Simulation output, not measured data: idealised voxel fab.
The following process module bears the name voxel transistor to metal.
Section cut is 200 nm wide and gridded with 5 nm square cells.
A cross-section is a grid of square cells, given in bands from the top down. A band is one or more rows of cells. Within each band entry, the heights of the top and of the bottom of the band appear first, in that order and in nm; the materials of the band then follow from left to right, each with its corresponding width in nm. The designation "everywhere" on a single material indicates that it fills the band from edge to edge; the designation "air" indicates empty space. Heights are reckoned from 0. Under this level, the received wafer is all of one material. The bottommost band is open-ended downward, for example "top 0, no bottom". The width entry "30 to 40" should be interpreted row by row: the top row of cells in the band takes the first number, the bottom row takes the second number, and the change between adjacent rows is uniform throughout. Given "remains unaltered" for a step, no cell of the cross-section differs between before and after that step. Closed empty spaces (no open way to the top) of 8 cells or more are what "closed voids" lists, each as width x height at distance from the left edge, nm for all three. What comes after the settings on a step's line is commentary from the simulator itself on that step. overlay nm: right-of-plan distance of the mask on a masked step; negative values mean left-of-plan.

PROCESS STEPS (PLANNED)
1 RECEIVE | material Si
2 CONFORMAL_DEP | material SiO2 | thk nm 5
3 CONFORMAL_DEP | material SiN | thk nm 15
4 PATTERN | tone cover | mask id ACTIVE | material resist | width nm 100 | thk nm 15 | overlay nm 0
5 DIRECTIONAL_ETCH | etch materials SiN | depth nm 15
6 DIRECTIONAL_ETCH | etch materials SiO2 | depth nm 5
7 DIRECTIONAL_ETCH | etch materials Si | depth nm 35
8 STRIP | etch materials resist
9 FILL_DEP | material SiO2 | thk nm 15
10 CMP | height nm 20
11 SELECTIVE_ETCH | etch materials SiO2 | depth nm 5
12 STRIP | etch materials SiN
13 SELECTIVE_ETCH | etch materials SiO2 | depth nm 5
14 OXIDIZE | depth nm 5
15 DIRECTIONAL_DEP | material polySi | thk nm 30
16 DIRECTIONAL_DEP | material SiCN | thk nm 10
17 PATTERN | tone cover | mask id GATE | material resist | width nm 20 | thk nm 15 | overlay nm 0
18 DIRECTIONAL_ETCH | etch materials SiCN | depth nm 20
19 DIRECTIONAL_ETCH | etch materials polySi | depth nm 40
20 STRIP | etch materials resist
21 CONFORMAL_DEP | material SiO2 | thk nm 5
22 DIRECTIONAL_ETCH | etch materials SiO2 | depth nm 5
23 CONFORMAL_DEP | material SiN | thk nm 5
24 DIRECTIONAL_ETCH | etch materials SiN | depth nm 5
25 DIRECTIONAL_ETCH | etch materials SiO2 | depth nm 5
26 DIRECTIONAL_ETCH | etch materials Si | depth nm 15
27 EPI | material SiGe | thk nm 15
28 FILL_DEP | material SiO2 | thk nm 5
29 CMP | height nm 40
30 DIRECTIONAL_DEP | material SiO2 | thk nm 15
31 MASKED_ETCH | tone open | mask id CONTACT | width nm 20 | pitch nm 70 | etch materials SiO2 | depth nm 45 | overlay nm 0
32 CONFORMAL_DEP | material TiN | thk nm 5
33 FILL_DEP | material W | thk nm 10
34 CMP | height nm 55
35 DIRECTIONAL_DEP | material TiN | thk nm 5
36 DIRECTIONAL_DEP | material Ru | thk nm 20
37 DIRECTIONAL_DEP | material aC | thk nm 15
38 PATTERN | tone cover | mask id METAL_1 | material resist | width nm 20 | pitch nm 70 | thk nm 30 | overlay nm 0
39 DIRECTIONAL_ETCH | etch materials aC | depth nm 15
40 STRIP | etch materials resist
41 DIRECTIONAL_ETCH | etch materials Ru | depth nm 20
42 DIRECTIONAL_ETCH | etch materials TiN | depth nm 5
43 STRIP | etch materials aC
44 FILL_DEP | material lowk | thk nm 10
45 CMP | height nm 80
46 CONFORMAL_DEP | material SiCN | thk nm 5
47 DIRECTIONAL_DEP | material SiO2 | thk nm 30
48 PATTERN | tone open | mask id METAL_2_HOLES | material resist | width nm 15 | pitch nm 70 | thk nm 20 | overlay nm 0
49 DIRECTIONAL_ETCH | etch materials SiO2 | depth nm 30
50 STRIP | etch materials resist
51 DIRECTIONAL_DEP | material aC | thk nm 15
52 PATTERN | tone open | mask id METAL_2 | material resist | width nm 20 | pitch nm 70 | thk nm 30 | overlay nm 0
53 DIRECTIONAL_ETCH | etch materials aC | depth nm 15
54 STRIP | etch materials resist
55 DIRECTIONAL_ETCH | etch materials SiO2 | depth nm 15
56 DIRECTIONAL_ETCH | etch materials SiCN | depth nm 5
57 STRIP | etch materials aC
58 CONFORMAL_DEP | material TiN | thk nm 5
59 FILL_DEP | material Cu | thk nm 10
60 CMP | height nm 115
61 CONFORMAL_DEP | material SiN | thk nm 5

INCOMING WAFER IN CROSS-SECTION (STATE: AFTER STEP 1)
    top 0, no bottom = Si everywhere
    closed voids: none

FIRST OF TWO WAFERS: CROSS-SECTION AT END OF MODULE, RUN PER PLAN
    top 120, bottom 115 = SiN everywhere
    top 115, bottom 105 = SiO2: 55, TiN: 5, Cu: 10, TiN: 5, SiO2: 50, TiN: 5, Cu: 10, TiN: 5, SiO2: 55
    top 105, bottom 100 = SiO2: 55, TiN: 5, Cu: 5, TiN: 10, SiO2: 50, TiN: 5, Cu: 5, TiN: 10, SiO2: 55
    top 100, bottom 85 = SiO2: 55, TiN: 5, Cu: 5, TiN: 5, SiO2: 55, TiN: 5, Cu: 5, TiN: 5, SiO2: 60
    top 85, bottom 80 = SiCN: 55, TiN: 15, SiCN: 55, TiN: 15, SiCN: 60
    top 80, bottom 60 = lowk: 55, Ru: 20, lowk: 50, Ru: 20, lowk: 55
    top 60, bottom 55 = lowk: 55, TiN: 20, lowk: 50, TiN: 20, lowk: 55
    top 55, bottom 40 = SiO2: 55, TiN: 5, W: 10, TiN: 5, SiO2: 50, TiN: 5, W: 10, TiN: 5, SiO2: 55
    top 40, bottom 30 = SiO2: 55, TiN: 5, W: 10, TiN: 5, SiO2: 5, SiN: 5, SiO2: 5, SiCN: 20, SiO2: 5, SiN: 5, SiO2: 5, TiN: 5, W: 10, TiN: 5, SiO2: 55
    top 30, bottom 15 = SiO2: 55, TiN: 5, W: 10, TiN: 5, SiO2: 5, SiN: 5, SiO2: 5, polySi: 20, SiO2: 5, SiN: 5, SiO2: 5, TiN: 5, W: 10, TiN: 5, SiO2: 55
    top 15, bottom 10 = SiO2: 55, TiN: 20, SiO2: 5, SiN: 5, SiO2: 5, polySi: 20, SiO2: 5, SiN: 5, SiO2: 5, TiN: 20, SiO2: 55
    top 10, bottom 0 = SiO2: 50, SiN: 5, SiGe: 25, SiN: 5, SiO2: 5, polySi: 20, SiO2: 5, SiN: 5, SiGe: 25, SiN: 5, SiO2: 50
    top 0, bottom -5 = SiO2: 55, SiGe: 25, SiO2: 40, SiGe: 25, SiO2: 55
    top -5, bottom -20 = SiO2: 50, Si: 5, SiGe: 25, Si: 40, SiGe: 25, Si: 5, SiO2: 50
    top -20, bottom -35 = SiO2: 50, Si: 100, SiO2: 50
    top -35, no bottom = Si everywhere
    closed voids: none

SAME START, SAME PLAN AS THE FIRST WAFER - BUT ONE MISTAKE IN THE RUN. CROSS-SECTION OF THE SECOND OF THE TWO AT THE END OF THE MODULE
    top 120, bottom 115 = SiN everywhere
    top 115, bottom 105 = SiO2: 55, TiN: 5, Cu: 10, TiN: 5, SiO2: 50, TiN: 5, Cu: 10, TiN: 5, SiO2: 55
    top 105, bottom 100 = SiO2: 55, TiN: 5, Cu: 5, TiN: 10, SiO2: 50, TiN: 5, Cu: 5, TiN: 10, SiO2: 55
    top 100, bottom 85 = SiO2: 55, TiN: 5, Cu: 5, TiN: 5, SiO2: 55, TiN: 5, Cu: 5, TiN: 5, SiO2: 60
    top 85, bottom 80 = SiCN: 55, TiN: 15, SiCN: 55, TiN: 15, SiCN: 60
    top 80, bottom 60 = lowk: 55, Ru: 20, lowk: 50, Ru: 20, lowk: 55
    top 60, bottom 55 = lowk: 55, TiN: 20, lowk: 50, TiN: 20, lowk: 55
    top 55, bottom 40 = SiO2: 55, TiN: 5, W: 10, TiN: 5, SiO2: 50, TiN: 5, W: 10, TiN: 5, SiO2: 55
    top 40, bottom 30 = SiO2: 55, TiN: 5, W: 10, TiN: 5, SiO2: 5, SiN: 5, SiO2: 5, SiCN: 20, SiO2: 5, SiN: 5, SiO2: 5, TiN: 5, W: 10, TiN: 5, SiO2: 55
    top 30, bottom 15 = SiO2: 55, TiN: 5, W: 10, TiN: 5, SiO2: 5, SiN: 5, SiO2: 5, polySi: 20, SiO2: 5, SiN: 5, SiO2: 5, TiN: 5, W: 10, TiN: 5, SiO2: 55
    top 15, bottom 10 = SiO2: 55, TiN: 20, SiO2: 5, SiN: 5, SiO2: 5, polySi: 20, SiO2: 5, SiN: 5, SiO2: 5, TiN: 20, SiO2: 55
    top 10, bottom 0 = SiO2: 55, SiN: 5, SiGe: 20, SiN: 5, SiO2: 5, polySi: 20, SiO2: 5, SiN: 5, SiGe: 20, SiN: 5, SiO2: 55
    top 0, bottom -5 = SiO2: 60, SiGe: 20, SiO2: 40, SiGe: 20, SiO2: 60
    top -5, bottom -20 = SiO2: 55, Si: 5, SiGe: 20, Si: 40, SiGe: 20, Si: 5, SiO2: 55
    top -20, bottom -35 = SiO2: 55, Si: 90, SiO2: 55
    top -35, no bottom = Si everywhere
    closed voids: none
So what did we get wrong on this run? so step 4 ended up running with a different setting than we planned, it ran as PATTERN | tone cover | mask id ACTIVE | material resist | width nm 90 | thk nm 15 | overlay nm 0
Counted in cells at the end, the second wafer holds more or fewer of these materials than the first: -6 Si; -12 SiGe; +18 SiO2
